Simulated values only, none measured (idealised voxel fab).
The document below concerns the process module designated voxel double patterning.
Cross-section cut spans 190 nm and uses square cells 5 nm in size.
Reading order for cross-sections: top band down to bottom band. Underlying form: a grid of square cells. Band size: one or more rows of cells. Band: top and bottom heights (nm) first, top before bottom; then materials from left to right, widths in nm. "throughout" marks a sole material filling the band edge to edge. "air" denotes empty space. Heights are reckoned from 0. Under this level, the received wafer is all of one material. The bottommost band is open-ended downward, for example "0 -> down". Width spec "30->40" -> top row of cells at first value, bottom row at second value, equal per-row change in between. Where a step carries "nothing altered", the cross-section came out of it unchanged, cell for cell. Reported under the label "Closed void list" are the empty spaces having no open way to the top and comprising 8 cells or more; the notation for each is width x height at distance, in which the distance is measured from the left edge and all three values are in nm. Read whatever lies past the settings on a step's line as the simulator's own remark about the step. overlay nm: step with mask; distance mask lay right of planned place; negative value = left of planned place.
THE PLANNED PROCESS STEPS ARE ENUMERATED HEREUNDER
1. op RECEIVE | material Si
2. op CONFORMAL_DEP | material SiO2 | thk nm 5
3. op DIRECTIONAL_DEP | material W | thk nm 15
4. op DIRECTIONAL_DEP | material SiN | thk nm 10
5. op MASKED_ETCH | tone open | mask id FIRST | width nm 15 | pitch nm 50 | etch materials SiN | depth nm 10 | overlay nm 0
6. op PATTERN | tone open | mask id SECOND | material resist | width nm 15 | thk nm 20 | overlay nm 0
7. op DIRECTIONAL_ETCH | etch materials SiN | depth nm 10
8. op STRIP | etch materials resist
9. op DIRECTIONAL_ETCH | etch materials W | depth nm 15
10. op STRIP | etch materials SiN
THIS IS THE CROSS-SECTION OF THE WAFER AS WE RECEIVED IT, I.E. AFTER STEP 1
> 0 -> down: Si throughout
> Closed void list: none
THE FIRST OF TWO WAFERS, CROSS-SECTIONED AT THE END OF THE MODULE, WITH THE RUN PROCEEDING AS PLANNED
> 20 -> 5: 60 W; 15 air; 10 W; 15 air; 10 W; 15 air; 65 W
> 5 -> 0: SiO2 throughout
> 0 -> down: Si throughout
> Closed void list: none
END OF MODULE, SECOND WAFER, CROSS-SECTION. STARTED LIKE THE FIRST, PLANNED LIKE THE FIRST, RUN WITH ONE MISTAKE
> 35 -> 20: 60 W; 15 air; 10 W; 15 air; 10 W; 15 air; 65 W
> 20 -> 5: W throughout
> 5 -> 0: SiO2 throughout
> 0 -> down: Si throughout
> Closed void list: none
What was done differently from what was planned? plan step 3 was conducted twice
Count the cells at the end and the second wafer has more or fewer of some materials than the first: +114 W
